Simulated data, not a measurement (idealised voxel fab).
Name of the process module below: voxel air gaps
Cross-sectional view cut (width: 170 nm; square cell size: 5 nm).
Cross-section, as written here: a square-cell grid given band by band from the top down, where a band holds one or more rows of cells.
Top, bottom (nm), then materials left to right with widths (nm); lone material tagged "edge to edge" fills the whole band edge to edge; "empty" = empty space.
Ref level 0: as-received wafer is one material below here. Bottom band extends down with no lower bound ("top 0, no bottom").
The two numbers in a width such as "30 to 40" mark its ends across the band: the first belongs to the top row of cells, the second to the bottom row, and from each row to the next the width moves by the same amount.
Key: "no change occurred" - step with no changed cell in the cross-section.
Basically, "Sealed internal cavities" tells you about the enclosed voids: empty spaces with no open way to the top, 8 cells or bigger, each written width x height at distance, where distance is from the left edge, all in nm.
What comes after the settings on a step's line is commentary from the simulator itself on that step.
overlay nm: where the mask lay relative to plan, measured to the right, on steps with a mask; negatives go left.
Set out below are the planned steps of the process:
1: RECEIVE,material Si
2: CONFORMAL_DEP,material SiO2,thk nm 15
3: CONFORMAL_DEP,material SiCN,thk nm 5
4: DIRECTIONAL_DEP,material lowk,thk nm 35
5: MASKED_ETCH,tone open,mask id LINES,width nm 20,pitch nm 50,etch materials lowk,depth nm 35,overlay nm 0
6: CONFORMAL_DEP,material TiN,thk nm 5
7: FILL_DEP,material Ru,thk nm 5
8: CMP,height nm 55
9: EPI,material Ru,thk nm 10
10: SELECTIVE_ETCH,etch materials lowk,depth nm 45
11: CONFORMAL_DEP,material SiCN,thk nm 5
So this is the incoming wafer in cross-section - it's already been through step 1:
- top 0, no bottom = Si edge to edge
- Sealed internal cavities: none
First of two wafers: cross-section at end of module, run per plan:
- top 70, bottom 65 = 10 empty, 150 SiCN, 10 empty
- top 65, bottom 55 = 10 empty, 5 SiCN, 40 Ru, 10 SiCN, 40 Ru, 10 SiCN, 40 Ru, 5 SiCN, 10 empty
- top 55, bottom 50 = 10 empty, 15 SiCN, 5 TiN, 10 Ru, 5 TiN, 30 SiCN, 5 TiN, 10 Ru, 5 TiN, 30 SiCN, 5 TiN, 10 Ru, 5 TiN, 15 SiCN, 10 empty
- top 50, bottom 25 = 20 empty, 5 SiCN, 5 TiN, 10 Ru, 5 TiN, 5 SiCN, 20 empty, 5 SiCN, 5 TiN, 10 Ru, 5 TiN, 5 SiCN, 20 empty, 5 SiCN, 5 TiN, 10 Ru, 5 TiN, 5 SiCN, 20 empty
- top 25, bottom 20 = 25 SiCN, 20 TiN, 30 SiCN, 20 TiN, 30 SiCN, 20 TiN, 25 SiCN
- top 20, bottom 15 = SiCN edge to edge
- top 15, bottom 0 = SiO2 edge to edge
- top 0, no bottom = Si edge to edge
- Sealed internal cavities: 20 x 25 at 50; 20 x 25 at 100
Cross-section, second wafer: same start as the first, same plan as the first, one mistake in running it; taken at the end of the module:
- top 70, bottom 65 = 10 empty, 155 SiCN, 5 empty
- top 65, bottom 55 = 10 empty, 5 SiCN, 45 Ru, 5 SiCN, 45 Ru, 5 SiCN, 45 Ru, 5 SiCN, 5 empty
- top 55, bottom 50 = 10 empty, 15 SiCN, 5 TiN, 15 Ru, 5 TiN, 25 SiCN, 5 TiN, 15 Ru, 5 TiN, 25 SiCN, 5 TiN, 15 Ru, 5 TiN, 15 SiCN, 5 empty
- top 50, bottom 25 = 20 empty, 5 SiCN, 5 TiN, 15 Ru, 5 TiN, 5 SiCN, 15 empty, 5 SiCN, 5 TiN, 15 Ru, 5 TiN, 5 SiCN, 15 empty, 5 SiCN, 5 TiN, 15 Ru, 5 TiN, 5 SiCN, 15 empty
- top 25, bottom 20 = 25 SiCN, 25 TiN, 25 SiCN, 25 TiN, 25 SiCN, 25 TiN, 20 SiCN
- top 20, bottom 15 = SiCN edge to edge
- top 15, bottom 0 = SiO2 edge to edge
- top 0, no bottom = Si edge to edge
- Sealed internal cavities: 15 x 25 at 55; 15 x 25 at 105
What was done differently from what was planned? step 5 was processed under conditions differing from the plan, specifically as MASKED_ETCH,tone open,mask id LINES,width nm 25,pitch nm 50,etch materials lowk,depth nm 35,overlay nm 0
The closing comparison, in cells, has the second wafer with more or fewer of some materials than the first: Ru: 24 more | SiCN: 8 fewer | TiN: 3 more
